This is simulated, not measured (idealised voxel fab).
process module | voxel transistor to metal
cross-section cut | 185 nm wide | cells 5 nm
A cross-section is a grid of square cells, given in bands from the top down. A band is one or more rows of cells.
Each band's line starts with the height of the band's top and of its bottom, in nm. Then come its materials from left to right, each with its width in nm. One material with "throughout" fills the band from edge to edge. "air" is empty space.
Height 0 is the level under which the wafer as received is all one material. The lowest band goes on downwards, as in "0 down".
A width such as "30 to 40" changes by the same amount from each row of cells to the next, from the band's top row to its bottom row.
"no change" after a step means that no cell of the cross-section changed.
closed voids: empty space of 8 cells or more with no open way to the top, each as width x height at its distance from the left edge, in nm
after a step's settings: what the simulator itself notes on the step
overlay nm, on a step with a mask: how far to the right of its planned place the mask lay; to the left if negative
plan
1 op RECEIVE | material Si
2 op OXIDIZE | depth nm 5
3 op CONFORMAL_DEP | material SiN | thk nm 15
4 op PATTERN | tone cover | mask id ACTIVE | material resist | width nm 115 | thk nm 15 | overlay nm 0
5 op DIRECTIONAL_ETCH | etch materials SiN | depth nm 15
6 op DIRECTIONAL_ETCH | etch materials SiO2 | depth nm 5
7 op DIRECTIONAL_ETCH | etch materials Si | depth nm 30
8 op STRIP | etch materials resist
9 op OXIDIZE | depth nm 5
10 op FILL_DEP | material SiO2 | thk nm 10
11 op CMP | height nm 15
12 op SELECTIVE_ETCH | etch materials SiO2 | depth nm 10
13 op STRIP | etch materials SiN
14 op SELECTIVE_ETCH | etch materials SiO2 | depth nm 5
15 op OXIDIZE | depth nm 5
16 op DIRECTIONAL_DEP | material polySi | thk nm 30
17 op DIRECTIONAL_DEP | material SiCN | thk nm 15
18 op PATTERN | tone cover | mask id GATE | material resist | width nm 35 | thk nm 20 | overlay nm 0
19 op DIRECTIONAL_ETCH | etch materials SiCN | depth nm 25
20 op DIRECTIONAL_ETCH | etch materials polySi | depth nm 40
21 op STRIP | etch materials resist
22 op CONFORMAL_DEP | material SiN | thk nm 5
23 op DIRECTIONAL_ETCH | etch materials SiN | depth nm 5
24 op DIRECTIONAL_ETCH | etch materials SiO2 | depth nm 5
25 op DIRECTIONAL_ETCH | etch materials Si | depth nm 10
26 op EPI | material pSi | thk nm 15
27 op FILL_DEP | material SiO2 | thk nm 5
28 op CMP | height nm 25
29 op STRIP | etch materials polySi
30 op SELECTIVE_ETCH | etch materials SiO2 | depth nm 5
31 op CONFORMAL_DEP | material HfO2 | thk nm 5
32 op CONFORMAL_DEP | material TiN | thk nm 5
33 op FILL_DEP | material W | thk nm 10
34 op CMP | height nm 20
35 op DIRECTIONAL_DEP | material SiO2 | thk nm 10
36 op PATTERN | tone open | mask id CONTACT | material resist | width nm 15 | pitch nm 90 | thk nm 15 | overlay nm 0
37 op DIRECTIONAL_ETCH | etch materials SiO2 | depth nm 35
38 op STRIP | etch materials resist
39 op CONFORMAL_DEP | material TiN | thk nm 5
40 op FILL_DEP | material W | thk nm 10
41 op CMP | height nm 30
42 op CONFORMAL_DEP | material SiCN | thk nm 5
43 op DIRECTIONAL_DEP | material lowk | thk nm 25
44 op PATTERN | tone open | mask id METAL_1 | material resist | width nm 15 | pitch nm 90 | thk nm 15 | overlay nm 0
45 op DIRECTIONAL_ETCH | etch materials lowk | depth nm 25
46 op DIRECTIONAL_ETCH | etch materials SiCN | depth nm 5
47 op STRIP | etch materials resist
48 op CONFORMAL_DEP | material TiN | thk nm 5
49 op FILL_DEP | material Cu | thk nm 10
50 op CMP | height nm 60
51 op EPI | material Ru | thk nm 5
52 op FILL_DEP | material SiCN | thk nm 5
53 op DIRECTIONAL_DEP | material lowk | thk nm 30
54 op MASKED_ETCH | tone open | mask id METAL_2 | width nm 15 | pitch nm 90 | etch materials lowk | depth nm 20 | overlay nm 0
55 op PATTERN | tone open | mask id METAL_2_HOLES | material resist | width nm 15 | pitch nm 90 | thk nm 20 | overlay nm 0
56 op DIRECTIONAL_ETCH | etch materials lowk | depth nm 10
57 op DIRECTIONAL_ETCH | etch materials SiCN | depth nm 5
58 op STRIP | etch materials resist
59 op CONFORMAL_DEP | material TiN | thk nm 5
60 op FILL_DEP | material Cu | thk nm 5
61 op CMP | height nm 100
62 op CONFORMAL_DEP | material SiCN | thk nm 5
as received, after step 1
  0 down: Si throughout
  closed voids: none
a wafer at the end: this start, this plan, one mistake
  105 to 100: SiCN throughout
  100 to 90: lowk 40 | TiN 5 to 15 | Cu 15 to 5 | TiN 5 | lowk 65 | TiN 5 to 15 | Cu 15 to 5 | TiN 5 | lowk 30
  90 to 85: lowk 50 | TiN 5 | Cu 5 | TiN 5 | lowk 75 | TiN 5 | Cu 5 | TiN 5 | lowk 30
  85 to 80: lowk 50 | TiN 15 | lowk 75 | TiN 15 | lowk 30
  80 to 70: lowk 50 | TiN 5 | lowk 85 | TiN 5 | lowk 40
  70 to 65: SiCN 50 | TiN 5 | SiCN 85 | TiN 5 | SiCN 40
  65 to 60: SiCN 35 | Ru 25 | SiCN 65 | Ru 25 | SiCN 35
  60 to 35: lowk 40 | TiN 5 | Cu 5 | TiN 5 | lowk 75 | TiN 5 | Cu 5 | TiN 5 | lowk 40
  35 to 30: SiCN 40 | TiN 15 | SiCN 75 | TiN 15 | SiCN 40
  30 to 20: SiO2 40 | TiN 5 | W 5 | TiN 5 | SiO2 75 | TiN 5 | W 5 | TiN 5 | SiO2 40
  20 to 5: SiO2 40 | TiN 5 | W 5 | TiN 5 | SiO2 15 | SiN 5 | HfO2 5 | TiN 5 | W 15 | TiN 5 | HfO2 5 | SiN 5 | SiO2 15 | TiN 5 | W 5 | TiN 5 | SiO2 40
  5 to 0: SiO2 40 | TiN 5 | W 5 | TiN 5 | pSi 15 | SiN 5 | HfO2 5 | TiN 5 | W 15 | TiN 5 | HfO2 5 | SiN 5 | pSi 15 | TiN 5 | W 5 | TiN 5 | SiO2 40
  0 to -5: SiO2 30 | SiN 5 | SiO2 5 | TiN 15 | pSi 15 | SiN 5 | HfO2 5 | TiN 25 | HfO2 5 | SiN 5 | pSi 15 | TiN 15 | SiO2 5 | SiN 5 | SiO2 30
  -5 to -10: SiO2 35 | pSi 35 | HfO2 45 | pSi 35 | SiO2 35
  -10 to -20: SiO2 40 | pSi 30 | Si 45 | pSi 30 | SiO2 40
  -20 to -40: SiO2 40 | Si 105 | SiO2 40
  -40 down: Si throughout
  closed voids: none
what went wrong: step 54 ran as: op MASKED_ETCH | tone open | mask id METAL_2 | width nm 15 | pitch nm 90 | etch materials lowk | depth nm 20 | overlay nm 10
